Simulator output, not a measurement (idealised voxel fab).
The following is a process module called voxel capacitor over wiring.
In the cross-section labelled cut, the width is 170 nm and each square cell is 5 nm.
Notation: cross-section as square-cell grid; stated in bands, top first, going down; one or more cell rows per band. Top, bottom (nm), then materials left to right with widths (nm); lone material tagged "all across" fills the whole band edge to edge; "empty" = empty space. It should be noted that heights are counted from 0, beneath which the wafer as supplied is of one material throughout, and that the lowest band possesses no lower boundary but continues downward, as written in "from 0 down". With a width like "30..40", each row of cells in the band differs from the next by the same amount, the top row carrying the first number and the bottom row the second. When a step is marked "remained unchanged", none of the cells in the cross-section changed during that step. Voids not open to the top, 8 cells minimum: see "Closed void list". Written width x height at distance; distance is from the left edge; nm. Where a step's line continues beyond its settings, the continuation is a remark by the simulator itself on that step. Steps that use a mask can have "overlay nm" on their line. It says how far the mask sat to the right of where it was meant to be. Negative means to the left.
## Planned process steps
1. RECEIVE [material Si]
2. CONFORMAL_DEP [material SiO2] [thk nm 10]
3. DIRECTIONAL_DEP [material TiN] [thk nm 5]
4. DIRECTIONAL_DEP [material Ru] [thk nm 15]
5. MASKED_ETCH [tone cover] [mask id METAL_1] [width nm 20] [pitch nm 80] [etch materials Ru] [depth nm 15] [overlay nm 0]
6. MASKED_ETCH [tone cover] [mask id METAL_1] [width nm 20] [pitch nm 80] [etch materials TiN] [depth nm 5] [overlay nm 0]
7. FILL_DEP [material SiO2] [thk nm 5]
8. CMP [height nm 30]
9. CONFORMAL_DEP [material SiCN] [thk nm 5]
10. DIRECTIONAL_DEP [material SiO2] [thk nm 10]
11. DIRECTIONAL_DEP [material aC] [thk nm 10]
12. PATTERN [tone open] [mask id PLUG_1] [material resist] [width nm 15] [thk nm 25] [overlay nm 0]
13. DIRECTIONAL_ETCH [etch materials aC] [depth nm 10]
14. STRIP [etch materials resist]
15. DIRECTIONAL_ETCH [etch materials SiO2] [depth nm 10]
16. DIRECTIONAL_ETCH [etch materials SiCN] [depth nm 5]
17. STRIP [etch materials aC]
18. CONFORMAL_DEP [material TiN] [thk nm 5]
19. FILL_DEP [material Cu] [thk nm 5]
20. CMP [height nm 45]
21. DIRECTIONAL_DEP [material TiN] [thk nm 10]
22. DIRECTIONAL_DEP [material Al2O3] [thk nm 5]
23. DIRECTIONAL_DEP [material TiN] [thk nm 10]
24. MASKED_ETCH [tone cover] [mask id UPPER_PLATE] [width nm 65] [etch materials TiN] [depth nm 10] [overlay nm 0]
25. MASKED_ETCH [tone cover] [mask id UPPER_PLATE] [width nm 65] [etch materials Al2O3] [depth nm 5] [overlay nm 0]
26. PATTERN [tone cover] [mask id LOWER_PLATE] [material resist] [width nm 75] [thk nm 20] [overlay nm 0]
27. DIRECTIONAL_ETCH [etch materials TiN] [depth nm 10]
28. STRIP [etch materials resist]
29. FILL_DEP [material SiO2] [thk nm 15]
30. CMP [height nm 80]
31. PATTERN [tone open] [mask id PLUG_2] [material resist] [width nm 15] [thk nm 20] [overlay nm 0]
32. DIRECTIONAL_ETCH [etch materials SiO2] [depth nm 10]
33. STRIP [etch materials resist]
34. CONFORMAL_DEP [material TiN] [thk nm 5]
35. FILL_DEP [material Ru] [thk nm 10]
36. CMP [height nm 80]
37. CONFORMAL_DEP [material SiN] [thk nm 5]
## This is the cross-section of the wafer as we received it, i.e. after step 1
> from 0 down: Si all across
> Closed void list: none
## First of two wafers at the end of the module, shown in cross-section; run carried out as planned
> from 85 to 80: SiN all across
> from 80 to 75: SiO2 (50); TiN (5); Ru (5); TiN (5); SiO2 (105)
> from 75 to 70: SiO2 (50); TiN (15); SiO2 (105)
> from 70 to 60: SiO2 (40); TiN (65); SiO2 (65)
> from 60 to 55: SiO2 (40); Al2O3 (65); SiO2 (65)
> from 55 to 45: SiO2 (35); TiN (75); SiO2 (60)
> from 45 to 35: SiO2 (40); TiN (5); Cu (5); TiN (5); SiO2 (115)
> from 35 to 30: SiCN (40); TiN (15); SiCN (115)
> from 30 to 15: SiO2 (35); Ru (20); SiO2 (60); Ru (20); SiO2 (35)
> from 15 to 10: SiO2 (35); TiN (20); SiO2 (60); TiN (20); SiO2 (35)
> from 10 to 0: SiO2 all across
> from 0 down: Si all across
> Closed void list: none
## What the second wafer looks like in cross-section once the module is done. Its start and its plan matched the first wafer's exactly; what differed was one mistake in how it was run
> from 85 to 80: SiN all across
> from 80 to 75: SiO2 (50); TiN (15); SiO2 (105)
> from 75 to 65: SiO2 (40); TiN (65); SiO2 (65)
> from 65 to 60: SiO2 (35); TiN (75); SiO2 (60)
> from 60 to 55: Al2O3 all across
> from 55 to 45: TiN all across
> from 45 to 35: SiO2 (40); TiN (5); Cu (5); TiN (5); SiO2 (115)
> from 35 to 30: SiCN (40); TiN (15); SiCN (115)
> from 30 to 15: SiO2 (35); Ru (20); SiO2 (60); Ru (20); SiO2 (35)
> from 15 to 10: SiO2 (35); TiN (20); SiO2 (60); TiN (20); SiO2 (35)
> from 10 to 0: SiO2 all across
> from 0 down: Si all across
> Closed void list: none
what went wrong: the process deviated at step 23: the operation and settings actually run there were DIRECTIONAL_DEP [material TiN] [thk nm 15]
Wafer comparison, final, in cells, second relative to first, materials more or fewer: Al2O3: 21 more; Ru: 1 fewer; SiO2: 71 fewer; TiN: 51 more
